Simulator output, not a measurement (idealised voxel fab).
The following is a process module called voxel gate over fins.
We display cut, a cross-section 150 nm in width whose square cells are each 5 nm.
When this document writes out a cross-section, it uses a grid of square cells and lists it as bands, beginning at the top and moving down, with a band standing for one or more rows of cells.
Top height, bottom height, nm. Materials left to right, width each, nm. Single material + "edge to edge" = fills band edge to edge. "empty" = empty.
A quick word on heights: they are counted from 0, and under that level the wafer as it came to us is one material throughout. The lowest band is different from the rest in having no bottom; it simply continues downward, written as in "0 and below".
So if you see something like "30->40" for the width, read it as the top row of the band sitting at the first number and the bottom row at the second, with every row in between moving by the same amount as the last.
"no modification" for a step: no cell of the cross-section changed in that step.
Closed empty spaces (no open way to the top) of 8 cells or more are what "Sealed void list" lists, each as width x height at distance from the left edge, nm for all three.
Formally, on a step line, whatever follows the settings is a remark that the simulator itself makes on the step.
overlay nm: mask right of planned place by this much (step with mask). Neg. = left.

The following list gives the planned process steps
1: RECEIVE [material Si]
2: CONFORMAL_DEP [material SiN] [thk nm 10]
3: PATTERN [tone cover] [mask id FINS] [material resist] [width nm 15] [pitch nm 35] [thk nm 15] [overlay nm 0]
4: DIRECTIONAL_ETCH [etch materials SiN] [depth nm 10]
5: DIRECTIONAL_ETCH [etch materials Si] [depth nm 30]
6: STRIP [etch materials resist]
7: OXIDIZE [depth nm 5]
8: FILL_DEP [material SiO2] [thk nm 10]
9: CMP [height nm 10]
10: SELECTIVE_ETCH [etch materials SiO2] [depth nm 20]
11: STRIP [etch materials SiN]
12: CONFORMAL_DEP [material HfO2] [thk nm 5]
13: CONFORMAL_DEP [material TiN] [thk nm 5]
14: CONFORMAL_DEP [material TiAl] [thk nm 5]
15: CONFORMAL_DEP [material TiN] [thk nm 5]
16: FILL_DEP [material W] [thk nm 10]
17: CMP [height nm 25]
18: CONFORMAL_DEP [material SiN] [thk nm 5]

The cross-section here shows the wafer as received, i.e. in its state after step 1
  0 and below  Si edge to edge
  Sealed void list: none

Cross-section, end of module. Start: as above. Plan: as above. Execution: one mistake
  30 down to 25  SiN edge to edge
  25 down to 20  W edge to edge
  20 down to 15  15 of W / 115 of TiN / 20 of W
  15 down to 10  15 of W / 5 of TiN / 105 of TiAl / 5 of TiN / 20 of W
  10 down to 5  15 of W / 5 of TiN / 5 of TiAl / 25 of TiN / 10 of TiAl / 25 of TiN / 10 of TiAl / 25 of TiN / 5 of TiAl / 5 of TiN / 20 of W
  5 down to 0  15 of W / 5 of TiN / 5 of TiAl / 5 of TiN / 15 of HfO2 / 5 of TiN / 10 of TiAl / 5 of TiN / 15 of HfO2 / 5 of TiN / 10 of TiAl / 5 of TiN / 15 of HfO2 / 5 of TiN / 5 of TiAl / 5 of TiN / 20 of W
  0 down to -10  15 of W / 5 of TiN / 5 of TiAl / 5 of TiN / 5 of HfO2 / 5 of Si / 5 of HfO2 / 5 of TiN / 10 of TiAl / 5 of TiN / 5 of HfO2 / 5 of Si / 5 of HfO2 / 5 of TiN / 10 of TiAl / 5 of TiN / 5 of HfO2 / 5 of Si / 5 of HfO2 / 5 of TiN / 5 of TiAl / 5 of TiN / 20 of W
  -10 down to -15  20 of TiN / 5 of TiAl / 5 of TiN / 5 of HfO2 / 5 of Si / 5 of HfO2 / 5 of TiN / 10 of TiAl / 5 of TiN / 5 of HfO2 / 5 of Si / 5 of HfO2 / 5 of TiN / 10 of TiAl / 5 of TiN / 5 of HfO2 / 5 of Si / 5 of HfO2 / 5 of TiN / 5 of TiAl / 25 of TiN
  -15 down to -20  25 of TiAl / 5 of TiN / 5 of HfO2 / 5 of Si / 5 of HfO2 / 5 of TiN / 10 of TiAl / 5 of TiN / 5 of HfO2 / 5 of Si / 5 of HfO2 / 5 of TiN / 10 of TiAl / 5 of TiN / 5 of HfO2 / 5 of Si / 5 of HfO2 / 5 of TiN / 30 of TiAl
  -20 down to -25  30 of TiN / 5 of HfO2 / 5 of Si / 5 of HfO2 / 20 of TiN / 5 of HfO2 / 5 of Si / 5 of HfO2 / 20 of TiN / 5 of HfO2 / 5 of Si / 5 of HfO2 / 35 of TiN
  -25 down to -30  35 of HfO2 / 5 of Si / 30 of HfO2 / 5 of Si / 30 of HfO2 / 5 of Si / 40 of HfO2
  -30 down to -35  35 of SiO2 / 5 of Si / 30 of SiO2 / 5 of Si / 30 of SiO2 / 5 of Si / 40 of SiO2
  -35 and below  Si edge to edge
  Sealed void list: none
The mistake made against the process plan was this: step 10 of the plan was carried out twice
